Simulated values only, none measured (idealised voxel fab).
Process module heading - voxel released beams
Displayed cross-section: cut, width of 195 nm, square cells sized 5 nm.
Cross-section, as written here: a square-cell grid given band by band from the top down, where a band holds one or more rows of cells.
Read a band's entry like this: the first values are the height of its top and the height of its bottom in nm, and what follows is the sequence of materials from left to right, each with its width in nm. Note that "empty" is empty space, and that a single material marked "all across" reaches across the band from edge to edge.
Height is counted from the level 0, under which the received wafer is composed throughout of one material. The lowest of the bands is not closed at the bottom but continues downward, in the notation "z 0 and below".
The notation "30 to 40" denotes a width that varies across the rows of cells in the band, beginning at the first number in the top row, finishing at the second number in the bottom row, and changing by an identical amount from each row to the next.
Step marked "left unchanged"? Then no cell in the cross-section changed in it.
Reported under the label "Unvented voids" are the empty spaces having no open way to the top and comprising 8 cells or more; the notation for each is width x height at distance, in which the distance is measured from the left edge and all three values are in nm.
Post-settings text on a step line: simulator's own remark regarding the step.
For masked steps, "overlay nm" on the step line gives how far right of plan the mask actually lay; a minus sign means it lay to the left.
Below is the list of planned process steps
1. RECEIVE, material Si
2. CONFORMAL_DEP, material SiN, thk nm 10
3. DIRECTIONAL_DEP, material SiO2, thk nm 20
4. MASKED_ETCH, tone open, mask id ANCHOR, width nm 45, etch materials SiO2, depth nm 20, overlay nm 0
5. CONFORMAL_DEP, material TiN, thk nm 15
6. PATTERN, tone cover, mask id BEAM, material resist, width nm 125, thk nm 15, overlay nm 0
7. DIRECTIONAL_ETCH, etch materials TiN, depth nm 15
8. STRIP, etch materials resist
9. STRIP, etch materials SiO2
Wafer as received: cross-section following step 1
z 0 and below: Si all across
Unvented voids: none
Cross-sectional view of the first of the two wafers upon completion of the module, processed in accordance with the plan
z 45 to 30: empty: 30  TiN: 20  empty: 15  TiN: 90  empty: 40
z 30 to 25: empty: 35  TiN: 15  empty: 15  TiN: 15  empty: 115
z 25 to 10: empty: 35  TiN: 45  empty: 115
z 10 to 0: SiN all across
z 0 and below: Si all across
Unvented voids: none
Cross-section at end of module for the second wafer of two, which matched the first in starting point and plan and differed by one mistake in its processing
z 45 to 30: empty: 30  TiN: 20  empty: 15  TiN: 95  empty: 35
z 30 to 25: empty: 35  TiN: 15  empty: 15  TiN: 15  empty: 115
z 25 to 10: empty: 35  TiN: 45  empty: 115
z 10 to 0: SiN all across
z 0 and below: Si all across
Unvented voids: none
Error vs. plan: step 6 ran differently from the plan; actual operation with settings: PATTERN, tone cover, mask id BEAM, material resist, width nm 130, thk nm 15, overlay nm 0
Once processing is complete, comparing cell counts shows that the second wafer has more or fewer of certain materials than the first: 3 more of TiN
